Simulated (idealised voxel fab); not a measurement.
The name of this process module is voxel capacitor over wiring.
The width of the displayed cross-section, cut, is 245 nm; its cells are square, with a size of 5 nm.
Cross-section = grid of square cells, listed top down in bands; band = one or more rows.
Top height, bottom height, nm. Materials left to right, width each, nm. Single material + "full width" = fills band edge to edge. "air" = empty.
It should be noted that heights are counted from 0, beneath which the wafer as supplied is of one material throughout, and that the lowest band possesses no lower boundary but continues downward, as written in "z 0 and below".
So if you see something like "30..40" for the width, read it as the top row of the band sitting at the first number and the bottom row at the second, with every row in between moving by the same amount as the last.
You'll sometimes find "remained unchanged" written for a step, and that's the way of saying that nowhere in the cross-section did a cell change during that step.
Reported under the label "Sealed internal cavities" are the empty spaces having no open way to the top and comprising 8 cells or more; the notation for each is width x height at distance, in which the distance is measured from the left edge and all three values are in nm.
On a step's line, text after the settings is the simulator commenting on that step.
overlay nm: for a step with a mask, the amount by which the mask lay right of where it was planned; a negative amount means left of it.

The steps planned for the process are as follows
1 RECEIVE with material Si
2 CONFORMAL_DEP with material SiO2, thk nm 15
3 DIRECTIONAL_DEP with material TiN, thk nm 5
4 DIRECTIONAL_DEP with material Ru, thk nm 15
5 DIRECTIONAL_DEP with material aC, thk nm 10
6 PATTERN with tone cover, mask id METAL_1, material resist, width nm 25, pitch nm 85, thk nm 30, overlay nm 0
7 DIRECTIONAL_ETCH with etch materials aC, depth nm 10
8 STRIP with etch materials resist
9 DIRECTIONAL_ETCH with etch materials Ru, depth nm 15
10 DIRECTIONAL_ETCH with etch materials TiN, depth nm 5
11 STRIP with etch materials aC
12 FILL_DEP with material SiO2, thk nm 5
13 CMP with height nm 35
14 CONFORMAL_DEP with material SiCN, thk nm 5
15 DIRECTIONAL_DEP with material SiO2, thk nm 20
16 PATTERN with tone open, mask id PLUG_1, material resist, width nm 15, thk nm 20, overlay nm 0
17 DIRECTIONAL_ETCH with etch materials SiO2, depth nm 20
18 DIRECTIONAL_ETCH with etch materials SiCN, depth nm 5
19 STRIP with etch materials resist
20 CONFORMAL_DEP with material TiN, thk nm 5
21 FILL_DEP with material Ru, thk nm 5
22 CMP with height nm 60
23 DIRECTIONAL_DEP with material TiN, thk nm 5
24 DIRECTIONAL_DEP with material SiN, thk nm 5
25 DIRECTIONAL_DEP with material TiN, thk nm 5
26 PATTERN with tone cover, mask id UPPER_PLATE, material resist, width nm 65, thk nm 15, overlay nm 0
27 DIRECTIONAL_ETCH with etch materials TiN, depth nm 5
28 DIRECTIONAL_ETCH with etch materials SiN, depth nm 5
29 STRIP with etch materials resist
30 MASKED_ETCH with tone cover, mask id LOWER_PLATE, width nm 75, etch materials TiN, depth nm 5, overlay nm 0
31 FILL_DEP with material SiO2, thk nm 20
32 CMP with height nm 90
33 MASKED_ETCH with tone open, mask id PLUG_2, width nm 15, etch materials SiO2, depth nm 15, overlay nm 0
34 CONFORMAL_DEP with material TiN, thk nm 5
35 FILL_DEP with material Cu, thk nm 5
36 CMP with height nm 90
37 CONFORMAL_DEP with material SiN, thk nm 5

Delivered wafer in cross-section: state after step 1
- z 0 and below = Si full width
- Sealed internal cavities: none

Cross-section, end of module. Start: as above. Plan: as above. Execution: one mistake
- z 95 to 90 = SiN full width
- z 90 to 80 = 85 nm SiO2; 5 nm TiN; 10 nm Cu; 5 nm TiN; 140 nm SiO2
- z 80 to 70 = 85..75 nm SiO2; 20..65 nm TiN; 140..105 nm SiO2
- z 70 to 65 = 75 nm SiO2; 65 nm SiN; 105 nm SiO2
- z 65 to 60 = 70 nm SiO2; 75 nm TiN; 100 nm SiO2
- z 60 to 40 = 75 nm SiO2; 5 nm TiN; 5 nm Ru; 5 nm TiN; 155 nm SiO2
- z 40 to 35 = 75 nm SiCN; 15 nm TiN; 155 nm SiCN
- z 35 to 20 = 65 nm SiO2; 25 nm Ru; 60 nm SiO2; 25 nm Ru; 70 nm SiO2
- z 20 to 15 = 65 nm SiO2; 25 nm TiN; 60 nm SiO2; 25 nm TiN; 70 nm SiO2
- z 15 to 0 = SiO2 full width
- z 0 and below = Si full width
- Sealed internal cavities: none
Short version of what went wrong: step 33 did not use the planned setting and instead ran as MASKED_ETCH with tone open, mask id PLUG_2, width nm 20, etch materials SiO2, depth nm 15, overlay nm 0
